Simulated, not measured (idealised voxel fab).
process module | voxel gate over fins
cross-section cut | 290 nm wide | cells 5 nm
A cross-section is a grid of square cells, given in bands from the top down. A band is one or more rows of cells.
Each band's line starts with the height of the band's top and of its bottom, in nm. Then come its materials from left to right, each with its width in nm. One material with "throughout" fills the band from edge to edge. "air" is empty space.
Height 0 is the level under which the wafer as received is all one material. The lowest band goes on downwards, as in "0 down".
A width such as "30 to 40" changes by the same amount from each row of cells to the next, from the band's top row to its bottom row.
"no change" after a step means that no cell of the cross-section changed.
closed voids: empty space of 8 cells or more with no open way to the top, each as width x height at its distance from the left edge, in nm
after a step's settings: what the simulator itself notes on the step
overlay nm, on a step with a mask: how far to the right of its planned place the mask lay; to the left if negative
plan
1 op RECEIVE | material Si
2 op CONFORMAL_DEP | material SiN | thk nm 10
3 op PATTERN | tone cover | mask id FINS | material resist | width nm 15 | pitch nm 35 | thk nm 20 | overlay nm 0
4 op DIRECTIONAL_ETCH | etch materials SiN | depth nm 10
5 op DIRECTIONAL_ETCH | etch materials Si | depth nm 35
6 op STRIP | etch materials resist
7 op OXIDIZE | depth nm 5
8 op FILL_DEP | material SiO2 | thk nm 10
9 op CMP | height nm 10
10 op SELECTIVE_ETCH | etch materials SiO2 | depth nm 25
11 op STRIP | etch materials SiN
12 op CONFORMAL_DEP | material HfO2 | thk nm 5
13 op CONFORMAL_DEP | material TiN | thk nm 5
14 op FILL_DEP | material W | thk nm 10
15 op CMP | height nm 15
16 op CONFORMAL_DEP | material SiCN | thk nm 10
as received, after step 1
  0 down: Si throughout
  closed voids: none
first wafer at the end, as planned
  25 to 15: SiCN throughout
  15 to 10: W throughout
  10 to 5: W 115 | TiN 25 | W 10 | TiN 25 | W 115
  5 to 0: W 115 | TiN 5 | HfO2 15 | TiN 5 | W 10 | TiN 5 | HfO2 15 | TiN 5 | W 115
  0 to -5: W 115 | TiN 5 | HfO2 5 | Si 5 | HfO2 5 | TiN 5 | W 10 | TiN 5 | HfO2 5 | Si 5 | HfO2 5 | TiN 5 | W 115
  -5 to -10: TiN 120 | HfO2 5 | Si 5 | HfO2 5 | TiN 20 | HfO2 5 | Si 5 | HfO2 5 | TiN 120
  -10 to -15: HfO2 125 | Si 5 | HfO2 30 | Si 5 | HfO2 125
  -15 to -40: SiO2 125 | Si 5 | SiO2 30 | Si 5 | SiO2 125
  -40 down: Si throughout
  closed voids: none
second wafer at the end: like start, like plan, one mistake
  25 to 15: SiCN throughout
  15 to 10: W throughout
  10 to 5: W 115 | TiN 25 | W 10 | TiN 25 | W 115
  5 to 0: W 115 | TiN 5 | HfO2 15 | TiN 5 | W 10 | TiN 5 | HfO2 15 | TiN 5 | W 115
  0 to -5: W 115 | TiN 5 | HfO2 5 | Si 5 | HfO2 5 | TiN 5 | W 10 | TiN 5 | HfO2 5 | Si 5 | HfO2 5 | TiN 5 | W 115
  -5 to -10: TiN 105 | W 10 | TiN 5 | HfO2 5 | Si 5 | HfO2 5 | TiN 5 | W 10 | TiN 5 | HfO2 5 | Si 5 | HfO2 5 | TiN 5 | W 10 | TiN 105
  -10 to -15: HfO2 100 | TiN 5 | W 10 | TiN 5 | HfO2 5 | Si 5 | HfO2 5 | TiN 5 | W 10 | TiN 5 | HfO2 5 | Si 5 | HfO2 5 | TiN 5 | W 10 | TiN 5 | HfO2 100
  -15 to -20: SiO2 95 | HfO2 5 | TiN 20 | HfO2 5 | Si 5 | HfO2 5 | TiN 20 | HfO2 5 | Si 5 | HfO2 5 | TiN 20 | HfO2 5 | SiO2 95
  -20 to -25: SiO2 95 | HfO2 30 | Si 5 | HfO2 30 | Si 5 | HfO2 30 | SiO2 95
  -25 to -40: SiO2 125 | Si 5 | SiO2 30 | Si 5 | SiO2 125
  -40 down: Si throughout
  closed voids: none
what went wrong: steps 10 and 11 were swapped
at the end the second wafer has, in cells: 12 more of HfO2 | 36 fewer of SiO2 | 12 more of TiN | 12 more of W
